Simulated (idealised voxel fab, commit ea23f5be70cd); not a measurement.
process module | voxel transistor to metal
cross-section cut | 175 nm wide | cells 5 nm
A cross-section is a grid of square cells, given in bands from the top down. A band is one or more rows of cells.
Each band's line starts with the height of the band's top and of its bottom, in nm. Then come its materials from left to right, each with its width in nm. One material with "throughout" fills the band from edge to edge. "air" is empty space.
Height 0 is the level under which the wafer as received is all one material. The lowest band goes on downwards, as in "0 down".
A width such as "30 to 40" changes by the same amount from each row of cells to the next, from the band's top row to its bottom row.
"no change" after a step means that no cell of the cross-section changed.
closed voids: empty space of 8 cells or more with no open way to the top, each as width x height at its distance from the left edge, in nm
after a step's settings: what the simulator itself notes on the step
overlay nm, on a step with a mask: how far to the right of its planned place the mask lay; to the left if negative
plan
1 op RECEIVE | material Si
2 op OXIDIZE | depth nm 5
3 op CONFORMAL_DEP | material SiN | thk nm 15
4 op PATTERN | tone cover | mask id ACTIVE | material resist | width nm 105 | thk nm 15 | overlay nm 0
5 op DIRECTIONAL_ETCH | etch materials SiN | depth nm 15
6 op DIRECTIONAL_ETCH | etch materials SiO2 | depth nm 5
7 op DIRECTIONAL_ETCH | etch materials Si | depth nm 30
8 op STRIP | etch materials resist
9 op OXIDIZE | depth nm 5
10 op FILL_DEP | material SiO2 | thk nm 15
11 op CMP | height nm 15
12 op SELECTIVE_ETCH | etch materials SiO2 | depth nm 5
13 op STRIP | etch materials SiN
14 op SELECTIVE_ETCH | etch materials SiO2 | depth nm 5
15 op OXIDIZE | depth nm 5
16 op DIRECTIONAL_DEP | material polySi | thk nm 30
17 op DIRECTIONAL_DEP | material SiCN | thk nm 10
18 op DIRECTIONAL_DEP | material aC | thk nm 10
19 op PATTERN | tone cover | mask id GATE | material resist | width nm 25 | thk nm 30 | overlay nm 0
20 op DIRECTIONAL_ETCH | etch materials aC | depth nm 10
21 op STRIP | etch materials resist
22 op DIRECTIONAL_ETCH | etch materials SiCN | depth nm 20
23 op DIRECTIONAL_ETCH | etch materials polySi | depth nm 40
24 op STRIP | etch materials aC
25 op CONFORMAL_DEP | material SiN | thk nm 10
26 op DIRECTIONAL_ETCH | etch materials SiN | depth nm 10
27 op DIRECTIONAL_ETCH | etch materials SiO2 | depth nm 5
28 op DIRECTIONAL_ETCH | etch materials Si | depth nm 10
29 op EPI | material SiGe | thk nm 10
30 op FILL_DEP | material SiO2 | thk nm 10
31 op CMP | height nm 25
32 op STRIP | etch materials polySi
33 op SELECTIVE_ETCH | etch materials SiO2 | depth nm 5
34 op CONFORMAL_DEP | material HfO2 | thk nm 5
35 op CONFORMAL_DEP | material TiN | thk nm 5
36 op FILL_DEP | material W | thk nm 5
37 op CMP | height nm 20
38 op DIRECTIONAL_DEP | material SiO2 | thk nm 15
39 op MASKED_ETCH | tone open | mask id CONTACT | width nm 20 | pitch nm 75 | etch materials SiO2 | depth nm 45 | overlay nm 0
40 op CONFORMAL_DEP | material TiN | thk nm 5
41 op FILL_DEP | material Ru | thk nm 5
42 op CMP | height nm 35
43 op DIRECTIONAL_DEP | material TiN | thk nm 5
44 op DIRECTIONAL_DEP | material W | thk nm 25
45 op DIRECTIONAL_DEP | material aC | thk nm 15
46 op PATTERN | tone cover | mask id METAL_1 | material resist | width nm 20 | pitch nm 75 | thk nm 35 | overlay nm 0
47 op DIRECTIONAL_ETCH | etch materials aC | depth nm 15
48 op STRIP | etch materials resist
49 op DIRECTIONAL_ETCH | etch materials W | depth nm 25
50 op DIRECTIONAL_ETCH | etch materials TiN | depth nm 5
51 op STRIP | etch materials aC
52 op FILL_DEP | material SiO2 | thk nm 5
53 op CMP | height nm 65
54 op CONFORMAL_DEP | material SiCN | thk nm 5
55 op DIRECTIONAL_DEP | material lowk | thk nm 30
56 op DIRECTIONAL_DEP | material aC | thk nm 15
57 op PATTERN | tone open | mask id METAL_2 | material resist | width nm 20 | pitch nm 75 | thk nm 30 | overlay nm 0
58 op DIRECTIONAL_ETCH | etch materials aC | depth nm 15
59 op STRIP | etch materials resist
60 op DIRECTIONAL_ETCH | etch materials lowk | depth nm 15
61 op STRIP | etch materials aC
62 op DIRECTIONAL_DEP | material aC | thk nm 15
63 op PATTERN | tone open | mask id METAL_2_HOLES | material resist | width nm 15 | pitch nm 75 | thk nm 30 | overlay nm 0
64 op DIRECTIONAL_ETCH | etch materials aC | depth nm 15
65 op STRIP | etch materials resist
66 op DIRECTIONAL_ETCH | etch materials lowk | depth nm 15
67 op DIRECTIONAL_ETCH | etch materials SiCN | depth nm 5
68 op STRIP | etch materials aC
69 op CONFORMAL_DEP | material TiN | thk nm 5
70 op FILL_DEP | material Cu | thk nm 5
71 op CMP | height nm 100
72 op CONFORMAL_DEP | material SiN | thk nm 5
first wafer, as planned
as received, after step 1
  0 down: Si throughout
  closed voids: none
after step 2
  0 to -5: SiO2 throughout
  below -5: unchanged
after step 3
  15 to 0: SiN throughout
  below 0: unchanged
after step 4
  30 to 15: air 35 | resist 105 | air 35
  below 15: unchanged
after step 5
  30 to 15: air 35 | resist 105 | air 35
  15 to 0: air 35 | SiN 105 | air 35
  below 0: unchanged
after step 6
  30 to 15: air 35 | resist 105 | air 35
  15 to 0: air 35 | SiN 105 | air 35
  0 to -5: air 35 | SiO2 105 | air 35
  below -5: unchanged
after step 7
  30 to 15: air 35 | resist 105 | air 35
  15 to 0: air 35 | SiN 105 | air 35
  0 to -5: air 35 | SiO2 105 | air 35
  -5 to -35: air 35 | Si 105 | air 35
  below -35: unchanged
after step 8
  15 to 0: air 35 | SiN 105 | air 35
  below 0: unchanged
after step 9
  15 to 0: air 35 | SiN 105 | air 35
  0 to -5: air 35 | SiO2 105 | air 35
  -5 to -35: air 35 | SiO2 5 | Si 95 | SiO2 5 | air 35
  -35 to -40: SiO2 40 | Si 95 | SiO2 40
  below -40: unchanged
after step 10
  30 to 15: SiO2 throughout
  15 to 0: SiO2 35 | SiN 105 | SiO2 35
  0 to -5: SiO2 throughout
  -5 to -40: SiO2 40 | Si 95 | SiO2 40
  below -40: unchanged
after step 11
  15 to 0: SiO2 35 | SiN 105 | SiO2 35
  below 0: unchanged
after step 12
  15 to 10: air 35 | SiN 105 | air 35
  below 10: unchanged
after step 13
  10 to 0: SiO2 35 | air 105 | SiO2 35
  below 0: unchanged
after step 14
  5 to -5: SiO2 30 | air 115 | SiO2 30
  below -5: unchanged
after step 15
  5 to -5: SiO2 30 | air 115 | SiO2 30
  -5 to -10: SiO2 throughout
  below -10: unchanged
after step 16
  35 to 25: polySi 30 | air 115 | polySi 30
  25 to 5: polySi throughout
  5 to -5: SiO2 30 | polySi 115 | SiO2 30
  below -5: unchanged
after step 17
  45 to 35: SiCN 30 | air 115 | SiCN 30
  35 to 25: polySi 30 | SiCN 115 | polySi 30
  below 25: unchanged
after step 18
  55 to 45: aC 30 | air 115 | aC 30
  45 to 35: SiCN 30 | aC 115 | SiCN 30
  below 35: unchanged
after step 19
  85 to 55: air 75 | resist 25 | air 75
  55 to 45: aC 30 | air 45 | resist 25 | air 45 | aC 30
  below 45: unchanged
after step 20
  75 to 45: air 75 | resist 25 | air 75
  45 to 35: SiCN 30 | air 45 | aC 25 | air 45 | SiCN 30
  below 35: unchanged
after step 21
  45 to 35: SiCN 30 | air 45 | aC 25 | air 45 | SiCN 30
  below 35: unchanged
after step 22
  45 to 35: air 75 | aC 25 | air 75
  35 to 25: polySi 30 | air 45 | SiCN 25 | air 45 | polySi 30
  below 25: unchanged
after step 23
  45 to 35: air 75 | aC 25 | air 75
  35 to 25: air 75 | SiCN 25 | air 75
  25 to 5: air 75 | polySi 25 | air 75
  5 to -5: SiO2 30 | air 45 | polySi 25 | air 45 | SiO2 30
  below -5: unchanged
after step 24
  35 to 25: air 75 | SiCN 25 | air 75
  below 25: unchanged
after step 25
  45 to 35: air 65 | SiN 45 | air 65
  35 to 25: air 65 | SiN 10 | SiCN 25 | SiN 10 | air 65
  25 to 15: air 65 | SiN 10 | polySi 25 | SiN 10 | air 65
  15 to 5: SiN 40 | air 25 | SiN 10 | polySi 25 | SiN 10 | air 25 | SiN 40
  5 to -5: SiO2 30 | SiN 45 | polySi 25 | SiN 45 | SiO2 30
  below -5: unchanged
after step 26
  35 to 25: air 65 | SiN 10 | SiCN 25 | SiN 10 | air 65
  25 to 5: air 65 | SiN 10 | polySi 25 | SiN 10 | air 65
  5 to -5: SiO2 30 | SiN 10 | air 25 | SiN 10 | polySi 25 | SiN 10 | air 25 | SiN 10 | SiO2 30
  below -5: unchanged
after step 27
  35 to 25: air 65 | SiN 10 | SiCN 25 | SiN 10 | air 65
  25 to 5: air 65 | SiN 10 | polySi 25 | SiN 10 | air 65
  5 to 0: air 30 | SiN 10 | air 25 | SiN 10 | polySi 25 | SiN 10 | air 25 | SiN 10 | air 30
  0 to -5: SiO2 30 | SiN 10 | air 25 | SiN 10 | polySi 25 | SiN 10 | air 25 | SiN 10 | SiO2 30
  -5 to -10: SiO2 40 | air 25 | SiO2 45 | air 25 | SiO2 40
  below -10: unchanged
after step 28
  35 to 25: air 65 | SiN 10 | SiCN 25 | SiN 10 | air 65
  25 to 5: air 65 | SiN 10 | polySi 25 | SiN 10 | air 65
  5 to 0: air 30 | SiN 10 | air 25 | SiN 10 | polySi 25 | SiN 10 | air 25 | SiN 10 | air 30
  0 to -5: SiO2 30 | SiN 10 | air 25 | SiN 10 | polySi 25 | SiN 10 | air 25 | SiN 10 | SiO2 30
  -5 to -10: SiO2 40 | air 25 | SiO2 45 | air 25 | SiO2 40
  -10 to -20: SiO2 40 | air 25 | Si 45 | air 25 | SiO2 40
  below -20: unchanged
after step 29
  35 to 25: air 65 | SiN 10 | SiCN 25 | SiN 10 | air 65
  25 to 5: air 65 | SiN 10 | polySi 25 | SiN 10 | air 65
  5 to 0: air 30 | SiN 10 | air 25 | SiN 10 | polySi 25 | SiN 10 | air 25 | SiN 10 | air 30
  0 to -5: SiO2 30 | SiN 10 | air 15 | SiGe 10 | SiN 10 | polySi 25 | SiN 10 | SiGe 10 | air 15 | SiN 10 | SiO2 30
  -5 to -10: SiO2 40 | air 15 | SiGe 10 | SiO2 45 | SiGe 10 | air 15 | SiO2 40
  -10 to -20: SiO2 40 | SiGe 25 | Si 45 | SiGe 25 | SiO2 40
  below -20: unchanged
after step 30
  45 to 35: SiO2 throughout
  35 to 25: SiO2 65 | SiN 10 | SiCN 25 | SiN 10 | SiO2 65
  25 to 5: SiO2 65 | SiN 10 | polySi 25 | SiN 10 | SiO2 65
  5 to 0: SiO2 30 | SiN 10 | SiO2 25 | SiN 10 | polySi 25 | SiN 10 | SiO2 25 | SiN 10 | SiO2 30
  0 to -5: SiO2 30 | SiN 10 | SiO2 15 | SiGe 10 | SiN 10 | polySi 25 | SiN 10 | SiGe 10 | SiO2 15 | SiN 10 | SiO2 30
  -5 to -10: SiO2 55 | SiGe 10 | SiO2 45 | SiGe 10 | SiO2 55
  below -10: unchanged
after step 31
  25 to 5: SiO2 65 | SiN 10 | polySi 25 | SiN 10 | SiO2 65
  below 5: unchanged
after step 32
  25 to 5: SiO2 65 | SiN 10 | air 25 | SiN 10 | SiO2 65
  5 to 0: SiO2 30 | SiN 10 | SiO2 25 | SiN 10 | air 25 | SiN 10 | SiO2 25 | SiN 10 | SiO2 30
  0 to -5: SiO2 30 | SiN 10 | SiO2 15 | SiGe 10 | SiN 10 | air 25 | SiN 10 | SiGe 10 | SiO2 15 | SiN 10 | SiO2 30
  below -5: unchanged
after step 33
  25 to 20: air 65 | SiN 10 | air 25 | SiN 10 | air 65
  20 to 5: SiO2 65 | SiN 10 | air 25 | SiN 10 | SiO2 65
  5 to 0: SiO2 30 | SiN 10 | SiO2 25 | SiN 10 | air 25 | SiN 10 | SiO2 25 | SiN 10 | SiO2 30
  0 to -5: SiO2 30 | SiN 10 | SiO2 15 | SiGe 10 | SiN 10 | air 25 | SiN 10 | SiGe 10 | SiO2 15 | SiN 10 | SiO2 30
  -5 to -10: SiO2 55 | SiGe 10 | SiO2 5 | air 35 | SiO2 5 | SiGe 10 | SiO2 55
  below -10: unchanged
after step 34
  30 to 25: air 60 | HfO2 20 | air 15 | HfO2 20 | air 60
  25 to 20: HfO2 65 | SiN 10 | HfO2 5 | air 15 | HfO2 5 | SiN 10 | HfO2 65
  20 to 5: SiO2 65 | SiN 10 | HfO2 5 | air 15 | HfO2 5 | SiN 10 | SiO2 65
  5 to 0: SiO2 30 | SiN 10 | SiO2 25 | SiN 10 | HfO2 5 | air 15 | HfO2 5 | SiN 10 | SiO2 25 | SiN 10 | SiO2 30
  0 to -5: SiO2 30 | SiN 10 | SiO2 15 | SiGe 10 | SiN 10 | HfO2 5 | air 15 | HfO2 5 | SiN 10 | SiGe 10 | SiO2 15 | SiN 10 | SiO2 30
  -5 to -10: SiO2 55 | SiGe 10 | SiO2 5 | HfO2 35 | SiO2 5 | SiGe 10 | SiO2 55
  below -10: unchanged
after step 35
  35 to 30: air 55 | TiN 30 | air 5 | TiN 30 | air 55
  30 to 25: TiN 60 | HfO2 20 | TiN 5 | air 5 | TiN 5 | HfO2 20 | TiN 60
  25 to 20: HfO2 65 | SiN 10 | HfO2 5 | TiN 5 | air 5 | TiN 5 | HfO2 5 | SiN 10 | HfO2 65
  20 to 5: SiO2 65 | SiN 10 | HfO2 5 | TiN 5 | air 5 | TiN 5 | HfO2 5 | SiN 10 | SiO2 65
  5 to 0: SiO2 30 | SiN 10 | SiO2 25 | SiN 10 | HfO2 5 | TiN 5 | air 5 | TiN 5 | HfO2 5 | SiN 10 | SiO2 25 | SiN 10 | SiO2 30
  0 to -5: SiO2 30 | SiN 10 | SiO2 15 | SiGe 10 | SiN 10 | HfO2 5 | TiN 15 | HfO2 5 | SiN 10 | SiGe 10 | SiO2 15 | SiN 10 | SiO2 30
  below -5: unchanged
after step 36
  40 to 35: W throughout
  35 to 30: W 55 | TiN 30 | W 5 | TiN 30 | W 55
  30 to 25: TiN 60 | HfO2 20 | TiN 5 | W 5 | TiN 5 | HfO2 20 | TiN 60
  25 to 20: HfO2 65 | SiN 10 | HfO2 5 | TiN 5 | W 5 | TiN 5 | HfO2 5 | SiN 10 | HfO2 65
  20 to 5: SiO2 65 | SiN 10 | HfO2 5 | TiN 5 | W 5 | TiN 5 | HfO2 5 | SiN 10 | SiO2 65
  5 to 0: SiO2 30 | SiN 10 | SiO2 25 | SiN 10 | HfO2 5 | TiN 5 | W 5 | TiN 5 | HfO2 5 | SiN 10 | SiO2 25 | SiN 10 | SiO2 30
  below 0: unchanged
after step 37
  20 to 5: SiO2 65 | SiN 10 | HfO2 5 | TiN 5 | W 5 | TiN 5 | HfO2 5 | SiN 10 | SiO2 65
  below 5: unchanged
after step 38
  35 to 20: SiO2 throughout
  below 20: unchanged
after step 39
  35 to 20: SiO2 40 | air 20 | SiO2 55 | air 20 | SiO2 40
  20 to 5: SiO2 40 | air 20 | SiO2 5 | SiN 10 | HfO2 5 | TiN 5 | W 5 | TiN 5 | HfO2 5 | SiN 10 | SiO2 5 | air 20 | SiO2 40
  5 to 0: SiO2 30 | SiN 10 | air 20 | SiO2 5 | SiN 10 | HfO2 5 | TiN 5 | W 5 | TiN 5 | HfO2 5 | SiN 10 | SiO2 5 | air 20 | SiN 10 | SiO2 30
  0 to -5: SiO2 30 | SiN 10 | air 15 | SiGe 10 | SiN 10 | HfO2 5 | TiN 15 | HfO2 5 | SiN 10 | SiGe 10 | air 15 | SiN 10 | SiO2 30
  -5 to -10: SiO2 40 | air 15 | SiGe 10 | SiO2 5 | HfO2 35 | SiO2 5 | SiGe 10 | air 15 | SiO2 40
  below -10: unchanged
after step 40
  40 to 35: TiN 45 | air 10 | TiN 65 | air 10 | TiN 45
  35 to 20: SiO2 40 | TiN 5 | air 10 | TiN 5 | SiO2 55 | TiN 5 | air 10 | TiN 5 | SiO2 40
  20 to 5: SiO2 40 | TiN 5 | air 10 | TiN 5 | SiO2 5 | SiN 10 | HfO2 5 | TiN 5 | W 5 | TiN 5 | HfO2 5 | SiN 10 | SiO2 5 | TiN 5 | air 10 | TiN 5 | SiO2 40
  5 to 0: SiO2 30 | SiN 10 | TiN 5 | air 5 | TiN 10 | SiO2 5 | SiN 10 | HfO2 5 | TiN 5 | W 5 | TiN 5 | HfO2 5 | SiN 10 | SiO2 5 | TiN 10 | air 5 | TiN 5 | SiN 10 | SiO2 30
  0 to -5: SiO2 30 | SiN 10 | TiN 5 | air 5 | TiN 5 | SiGe 10 | SiN 10 | HfO2 5 | TiN 15 | HfO2 5 | SiN 10 | SiGe 10 | TiN 5 | air 5 | TiN 5 | SiN 10 | SiO2 30
  -5 to -10: SiO2 40 | TiN 15 | SiGe 10 | SiO2 5 | HfO2 35 | SiO2 5 | SiGe 10 | TiN 15 | SiO2 40
  below -10: unchanged
after step 41
  45 to 40: Ru throughout
  40 to 35: TiN 45 | Ru 10 | TiN 65 | Ru 10 | TiN 45
  35 to 20: SiO2 40 | TiN 5 | Ru 10 | TiN 5 | SiO2 55 | TiN 5 | Ru 10 | TiN 5 | SiO2 40
  20 to 5: SiO2 40 | TiN 5 | Ru 10 | TiN 5 | SiO2 5 | SiN 10 | HfO2 5 | TiN 5 | W 5 | TiN 5 | HfO2 5 | SiN 10 | SiO2 5 | TiN 5 | Ru 10 | TiN 5 | SiO2 40
  5 to 0: SiO2 30 | SiN 10 | TiN 5 | Ru 5 | TiN 10 | SiO2 5 | SiN 10 | HfO2 5 | TiN 5 | W 5 | TiN 5 | HfO2 5 | SiN 10 | SiO2 5 | TiN 10 | Ru 5 | TiN 5 | SiN 10 | SiO2 30
  0 to -5: SiO2 30 | SiN 10 | TiN 5 | Ru 5 | TiN 5 | SiGe 10 | SiN 10 | HfO2 5 | TiN 15 | HfO2 5 | SiN 10 | SiGe 10 | TiN 5 | Ru 5 | TiN 5 | SiN 10 | SiO2 30
  below -5: unchanged
after step 42
  35 to 20: SiO2 40 | TiN 5 | Ru 10 | TiN 5 | SiO2 55 | TiN 5 | Ru 10 | TiN 5 | SiO2 40
  below 20: unchanged
after step 43
  40 to 35: TiN throughout
  below 35: unchanged
after step 44
  65 to 40: W throughout
  below 40: unchanged
after step 45
  80 to 65: aC throughout
  below 65: unchanged
after step 46
  115 to 80: air 40 | resist 20 | air 55 | resist 20 | air 40
  below 80: unchanged
after step 47
  100 to 80: air 40 | resist 20 | air 55 | resist 20 | air 40
  80 to 65: air 40 | aC 20 | air 55 | aC 20 | air 40
  below 65: unchanged
after step 48
  80 to 65: air 40 | aC 20 | air 55 | aC 20 | air 40
  below 65: unchanged
after step 49
  80 to 65: air 40 | aC 20 | air 55 | aC 20 | air 40
  65 to 40: air 40 | W 20 | air 55 | W 20 | air 40
  below 40: unchanged
after step 50
  80 to 65: air 40 | aC 20 | air 55 | aC 20 | air 40
  65 to 40: air 40 | W 20 | air 55 | W 20 | air 40
  40 to 35: air 40 | TiN 20 | air 55 | TiN 20 | air 40
  below 35: unchanged
after step 51
  65 to 40: air 40 | W 20 | air 55 | W 20 | air 40
  below 40: unchanged
after step 52
  70 to 65: SiO2 throughout
  65 to 40: SiO2 40 | W 20 | SiO2 55 | W 20 | SiO2 40
  40 to 35: SiO2 40 | TiN 20 | SiO2 55 | TiN 20 | SiO2 40
  below 35: unchanged
after step 53
  65 to 40: SiO2 40 | W 20 | SiO2 55 | W 20 | SiO2 40
  below 40: unchanged
after step 54
  70 to 65: SiCN throughout
  below 65: unchanged
after step 55
  100 to 70: lowk throughout
  below 70: unchanged
after step 56
  115 to 100: aC throughout
  below 100: unchanged
after step 57
  145 to 115: resist 40 | air 20 | resist 55 | air 20 | resist 40
  below 115: unchanged
after step 58
  130 to 115: resist 40 | air 20 | resist 55 | air 20 | resist 40
  115 to 100: aC 40 | air 20 | aC 55 | air 20 | aC 40
  below 100: unchanged
after step 59
  115 to 100: aC 40 | air 20 | aC 55 | air 20 | aC 40
  below 100: unchanged
after step 60
  115 to 100: aC 40 | air 20 | aC 55 | air 20 | aC 40
  100 to 85: lowk 40 | air 20 | lowk 55 | air 20 | lowk 40
  below 85: unchanged
after step 61
  100 to 85: lowk 40 | air 20 | lowk 55 | air 20 | lowk 40
  below 85: unchanged
after step 62
  115 to 100: aC 40 | air 20 | aC 55 | air 20 | aC 40
  100 to 85: lowk 40 | aC 20 | lowk 55 | aC 20 | lowk 40
  below 85: unchanged
after step 63
  145 to 115: resist 40 | air 15 | resist 60 | air 15 | resist 45
  115 to 100: aC 40 | air 15 | resist 5 | aC 55 | air 15 | resist 5 | aC 40
  below 100: unchanged
after step 64
  130 to 115: resist 40 | air 15 | resist 60 | air 15 | resist 45
  115 to 100: aC 40 | air 15 | resist 5 | aC 55 | air 15 | resist 5 | aC 40
  100 to 85: lowk 40 | air 15 | aC 5 | lowk 55 | air 15 | aC 5 | lowk 40
  below 85: unchanged
after step 65
  115 to 100: aC 40 | air 20 | aC 55 | air 20 | aC 40
  below 100: unchanged
after step 66
  115 to 100: aC 40 | air 20 | aC 55 | air 20 | aC 40
  100 to 85: lowk 40 | air 15 | aC 5 | lowk 55 | air 15 | aC 5 | lowk 40
  85 to 70: lowk 40 | air 15 | lowk 60 | air 15 | lowk 45
  below 70: unchanged
after step 67
  115 to 100: aC 40 | air 20 | aC 55 | air 20 | aC 40
  100 to 85: lowk 40 | air 15 | aC 5 | lowk 55 | air 15 | aC 5 | lowk 40
  85 to 70: lowk 40 | air 15 | lowk 60 | air 15 | lowk 45
  70 to 65: SiCN 40 | air 15 | SiCN 60 | air 15 | SiCN 45
  below 65: unchanged
after step 68
  100 to 85: lowk 40 | air 20 | lowk 55 | air 20 | lowk 40
  below 85: unchanged
after step 69
  105 to 100: TiN 45 | air 10 | TiN 65 | air 10 | TiN 45
  100 to 90: lowk 40 | TiN 5 | air 10 | TiN 5 | lowk 55 | TiN 5 | air 10 | TiN 5 | lowk 40
  90 to 85: lowk 40 | TiN 5 | air 5 | TiN 10 | lowk 55 | TiN 5 | air 5 | TiN 10 | lowk 40
  85 to 70: lowk 40 | TiN 5 | air 5 | TiN 5 | lowk 60 | TiN 5 | air 5 | TiN 5 | lowk 45
  70 to 65: SiCN 40 | TiN 15 | SiCN 60 | TiN 15 | SiCN 45
  below 65: unchanged
after step 70
  110 to 105: Cu throughout
  105 to 100: TiN 45 | Cu 10 | TiN 65 | Cu 10 | TiN 45
  100 to 90: lowk 40 | TiN 5 | Cu 10 | TiN 5 | lowk 55 | TiN 5 | Cu 10 | TiN 5 | lowk 40
  90 to 85: lowk 40 | TiN 5 | Cu 5 | TiN 10 | lowk 55 | TiN 5 | Cu 5 | TiN 10 | lowk 40
  85 to 70: lowk 40 | TiN 5 | Cu 5 | TiN 5 | lowk 60 | TiN 5 | Cu 5 | TiN 5 | lowk 45
  below 70: unchanged
after step 71
  100 to 90: lowk 40 | TiN 5 | Cu 10 | TiN 5 | lowk 55 | TiN 5 | Cu 10 | TiN 5 | lowk 40
  below 90: unchanged
after step 72
  105 to 100: SiN throughout
  below 100: unchanged
second wafer: like start, like plan, one mistake. Through step 37 it matches the first wafer
when step 38 should have ended
  50 to 20: SiO2 throughout
  below 20: unchanged
when step 39 should have ended
  50 to 20: SiO2 40 | air 20 | SiO2 55 | air 20 | SiO2 40
  20 to 5: SiO2 40 | air 20 | SiO2 5 | SiN 10 | HfO2 5 | TiN 5 | W 5 | TiN 5 | HfO2 5 | SiN 10 | SiO2 5 | air 20 | SiO2 40
  below 5: unchanged
when step 40 should have ended
  55 to 50: TiN 45 | air 10 | TiN 65 | air 10 | TiN 45
  50 to 20: SiO2 40 | TiN 5 | air 10 | TiN 5 | SiO2 55 | TiN 5 | air 10 | TiN 5 | SiO2 40
  20 to 10: SiO2 40 | TiN 5 | air 10 | TiN 5 | SiO2 5 | SiN 10 | HfO2 5 | TiN 5 | W 5 | TiN 5 | HfO2 5 | SiN 10 | SiO2 5 | TiN 5 | air 10 | TiN 5 | SiO2 40
  10 to 5: SiO2 40 | TiN 20 | SiO2 5 | SiN 10 | HfO2 5 | TiN 5 | W 5 | TiN 5 | HfO2 5 | SiN 10 | SiO2 5 | TiN 20 | SiO2 40
  below 5: unchanged
when step 41 should have ended
  60 to 55: Ru throughout
  55 to 50: TiN 45 | Ru 10 | TiN 65 | Ru 10 | TiN 45
  50 to 20: SiO2 40 | TiN 5 | Ru 10 | TiN 5 | SiO2 55 | TiN 5 | Ru 10 | TiN 5 | SiO2 40
  20 to 10: SiO2 40 | TiN 5 | Ru 10 | TiN 5 | SiO2 5 | SiN 10 | HfO2 5 | TiN 5 | W 5 | TiN 5 | HfO2 5 | SiN 10 | SiO2 5 | TiN 5 | Ru 10 | TiN 5 | SiO2 40
  below 10: unchanged
when step 42 should have ended
  35 to 20: SiO2 40 | TiN 5 | Ru 10 | TiN 5 | SiO2 55 | TiN 5 | Ru 10 | TiN 5 | SiO2 40
  below 20: unchanged
when step 43 should have ended
  40 to 35: TiN throughout
  below 35: unchanged
when step 44 should have ended
  65 to 40: W throughout
  below 40: unchanged
when step 45 should have ended
  80 to 65: aC throughout
  below 65: unchanged
when step 46 should have ended
  115 to 80: air 40 | resist 20 | air 55 | resist 20 | air 40
  below 80: unchanged
when step 47 should have ended
  100 to 80: air 40 | resist 20 | air 55 | resist 20 | air 40
  80 to 65: air 40 | aC 20 | air 55 | aC 20 | air 40
  below 65: unchanged
when step 48 should have ended
  80 to 65: air 40 | aC 20 | air 55 | aC 20 | air 40
  below 65: unchanged
when step 49 should have ended
  80 to 65: air 40 | aC 20 | air 55 | aC 20 | air 40
  65 to 40: air 40 | W 20 | air 55 | W 20 | air 40
  below 40: unchanged
when step 50 should have ended
  80 to 65: air 40 | aC 20 | air 55 | aC 20 | air 40
  65 to 40: air 40 | W 20 | air 55 | W 20 | air 40
  40 to 35: air 40 | TiN 20 | air 55 | TiN 20 | air 40
  below 35: unchanged
when step 51 should have ended
  65 to 40: air 40 | W 20 | air 55 | W 20 | air 40
  below 40: unchanged
when step 52 should have ended
  70 to 65: SiO2 throughout
  65 to 40: SiO2 40 | W 20 | SiO2 55 | W 20 | SiO2 40
  40 to 35: SiO2 40 | TiN 20 | SiO2 55 | TiN 20 | SiO2 40
  below 35: unchanged
when step 53 should have ended
  65 to 40: SiO2 40 | W 20 | SiO2 55 | W 20 | SiO2 40
  below 40: unchanged
when step 54 should have ended
  70 to 65: SiCN throughout
  below 65: unchanged
when step 55 should have ended
  100 to 70: lowk throughout
  below 70: unchanged
when step 56 should have ended
  115 to 100: aC throughout
  below 100: unchanged
when step 57 should have ended
  145 to 115: resist 40 | air 20 | resist 55 | air 20 | resist 40
  below 115: unchanged
when step 58 should have ended
  130 to 115: resist 40 | air 20 | resist 55 | air 20 | resist 40
  115 to 100: aC 40 | air 20 | aC 55 | air 20 | aC 40
  below 100: unchanged
when step 59 should have ended
  115 to 100: aC 40 | air 20 | aC 55 | air 20 | aC 40
  below 100: unchanged
when step 60 should have ended
  115 to 100: aC 40 | air 20 | aC 55 | air 20 | aC 40
  100 to 85: lowk 40 | air 20 | lowk 55 | air 20 | lowk 40
  below 85: unchanged
when step 61 should have ended
  100 to 85: lowk 40 | air 20 | lowk 55 | air 20 | lowk 40
  below 85: unchanged
when step 62 should have ended
  115 to 100: aC 40 | air 20 | aC 55 | air 20 | aC 40
  100 to 85: lowk 40 | aC 20 | lowk 55 | aC 20 | lowk 40
  below 85: unchanged
when step 63 should have ended
  145 to 115: resist 40 | air 15 | resist 60 | air 15 | resist 45
  115 to 100: aC 40 | air 15 | resist 5 | aC 55 | air 15 | resist 5 | aC 40
  below 100: unchanged
when step 64 should have ended
  130 to 115: resist 40 | air 15 | resist 60 | air 15 | resist 45
  115 to 100: aC 40 | air 15 | resist 5 | aC 55 | air 15 | resist 5 | aC 40
  100 to 85: lowk 40 | air 15 | aC 5 | lowk 55 | air 15 | aC 5 | lowk 40
  below 85: unchanged
when step 65 should have ended
  115 to 100: aC 40 | air 20 | aC 55 | air 20 | aC 40
  below 100: unchanged
when step 66 should have ended
  115 to 100: aC 40 | air 20 | aC 55 | air 20 | aC 40
  100 to 85: lowk 40 | air 15 | aC 5 | lowk 55 | air 15 | aC 5 | lowk 40
  85 to 70: lowk 40 | air 15 | lowk 60 | air 15 | lowk 45
  below 70: unchanged
when step 67 should have ended
  115 to 100: aC 40 | air 20 | aC 55 | air 20 | aC 40
  100 to 85: lowk 40 | air 15 | aC 5 | lowk 55 | air 15 | aC 5 | lowk 40
  85 to 70: lowk 40 | air 15 | lowk 60 | air 15 | lowk 45
  70 to 65: SiCN 40 | air 15 | SiCN 60 | air 15 | SiCN 45
  below 65: unchanged
when step 68 should have ended
  100 to 85: lowk 40 | air 20 | lowk 55 | air 20 | lowk 40
  below 85: unchanged
when step 69 should have ended
  105 to 100: TiN 45 | air 10 | TiN 65 | air 10 | TiN 45
  100 to 90: lowk 40 | TiN 5 | air 10 | TiN 5 | lowk 55 | TiN 5 | air 10 | TiN 5 | lowk 40
  90 to 85: lowk 40 | TiN 5 | air 5 | TiN 10 | lowk 55 | TiN 5 | air 5 | TiN 10 | lowk 40
  85 to 70: lowk 40 | TiN 5 | air 5 | TiN 5 | lowk 60 | TiN 5 | air 5 | TiN 5 | lowk 45
  70 to 65: SiCN 40 | TiN 15 | SiCN 60 | TiN 15 | SiCN 45
  below 65: unchanged
when step 70 should have ended
  110 to 105: Cu throughout
  105 to 100: TiN 45 | Cu 10 | TiN 65 | Cu 10 | TiN 45
  100 to 90: lowk 40 | TiN 5 | Cu 10 | TiN 5 | lowk 55 | TiN 5 | Cu 10 | TiN 5 | lowk 40
  90 to 85: lowk 40 | TiN 5 | Cu 5 | TiN 10 | lowk 55 | TiN 5 | Cu 5 | TiN 10 | lowk 40
  85 to 70: lowk 40 | TiN 5 | Cu 5 | TiN 5 | lowk 60 | TiN 5 | Cu 5 | TiN 5 | lowk 45
  below 70: unchanged
when step 71 should have ended
  100 to 90: lowk 40 | TiN 5 | Cu 10 | TiN 5 | lowk 55 | TiN 5 | Cu 10 | TiN 5 | lowk 40
  below 90: unchanged
when step 72 should have ended
  105 to 100: SiN throughout
  below 100: unchanged
what went wrong: step 38 was run twice
at the end the second wafer has, in cells: 8 fewer of Ru | 20 more of SiO2 | 12 fewer of TiN
